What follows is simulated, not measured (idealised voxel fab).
process module | voxel self aligned contacts
cross-section cut | 185 nm wide | cells 5 nm
A cross-section is a grid of square cells, given in bands from the top down. A band is one or more rows of cells.
Each band's line starts with the height of the band's top and of its bottom, in nm. Then come its materials from left to right, each with its width in nm. One material with "throughout" fills the band from edge to edge. "air" is empty space.
Height 0 is the level under which the wafer as received is all one material. The lowest band goes on downwards, as in "0 down".
A width such as "30 to 40" changes by the same amount from each row of cells to the next, from the band's top row to its bottom row.
"no change" after a step means that no cell of the cross-section changed.
closed voids: empty space of 8 cells or more with no open way to the top, each as width x height at its distance from the left edge, in nm
after a step's settings: what the simulator itself notes on the step
overlay nm, on a step with a mask: how far to the right of its planned place the mask lay; to the left if negative
plan
1 op RECEIVE | material Si
2 op CONFORMAL_DEP | material SiO2 | thk nm 5
3 op DIRECTIONAL_DEP | material polySi | thk nm 30
4 op DIRECTIONAL_DEP | material SiN | thk nm 20
5 op MASKED_ETCH | tone cover | mask id GATE | width nm 25 | pitch nm 60 | etch materials SiN | depth nm 20 | overlay nm 0
6 op MASKED_ETCH | tone cover | mask id GATE | width nm 25 | pitch nm 60 | etch materials polySi | depth nm 30 | overlay nm 0
7 op CONFORMAL_DEP | material SiN | thk nm 10
8 op DIRECTIONAL_ETCH | etch materials SiN | depth nm 10
9 op FILL_DEP | material SiO2 | thk nm 10
10 op CMP | height nm 60
11 op DIRECTIONAL_DEP | material aC | thk nm 10
12 op PATTERN | tone open | mask id CONTACT | material resist | width nm 45 | thk nm 25 | overlay nm 0
13 op DIRECTIONAL_ETCH | etch materials aC | depth nm 10
14 op STRIP | etch materials resist
15 op DIRECTIONAL_ETCH | etch materials SiO2 | depth nm 60
16 op STRIP | etch materials aC
17 op CONFORMAL_DEP | material TiN | thk nm 5
18 op FILL_DEP | material Ru | thk nm 10
19 op CMP | height nm 60
20 op CONFORMAL_DEP | material SiCN | thk nm 5
as received, after step 1
  0 down: Si throughout
  closed voids: none
first wafer at the end, as planned
  65 to 60: SiCN throughout
  60 to 55: SiO2 70 | TiN 20 | Ru 5 | TiN 20 | SiO2 70
  55 to 35: SiO2 40 | SiN 45 | TiN 5 | Ru 5 | TiN 5 | SiN 45 | SiO2 40
  35 to 5: SiO2 40 | SiN 10 | polySi 25 | SiN 10 | TiN 5 | Ru 5 | TiN 5 | SiN 10 | polySi 25 | SiN 10 | SiO2 40
  5 to 0: SiO2 85 | TiN 15 | SiO2 85
  0 down: Si throughout
  closed voids: none
second wafer at the end: like start, like plan, one mistake
  65 to 60: SiCN throughout
  60 to 55: Ru 35 | TiN 55 | Ru 5 | TiN 55 | Ru 35
  55 to 35: Ru 35 | TiN 5 | SiN 45 | TiN 5 | Ru 5 | TiN 5 | SiN 45 | TiN 5 | Ru 35
  35 to 10: Ru 35 | TiN 5 | SiN 10 | polySi 25 | SiN 10 | TiN 5 | Ru 5 | TiN 5 | SiN 10 | polySi 25 | SiN 10 | TiN 5 | Ru 35
  10 to 5: TiN 40 | SiN 10 | polySi 25 | SiN 10 | TiN 15 | SiN 10 | polySi 25 | SiN 10 | TiN 40
  5 to 0: SiO2 throughout
  0 down: Si throughout
  closed voids: none
what went wrong: step 9 ran as: op FILL_DEP | material aC | thk nm 10
at the end the second wafer has, in cells: 139 more of Ru | 185 fewer of SiO2 | 46 more of TiN
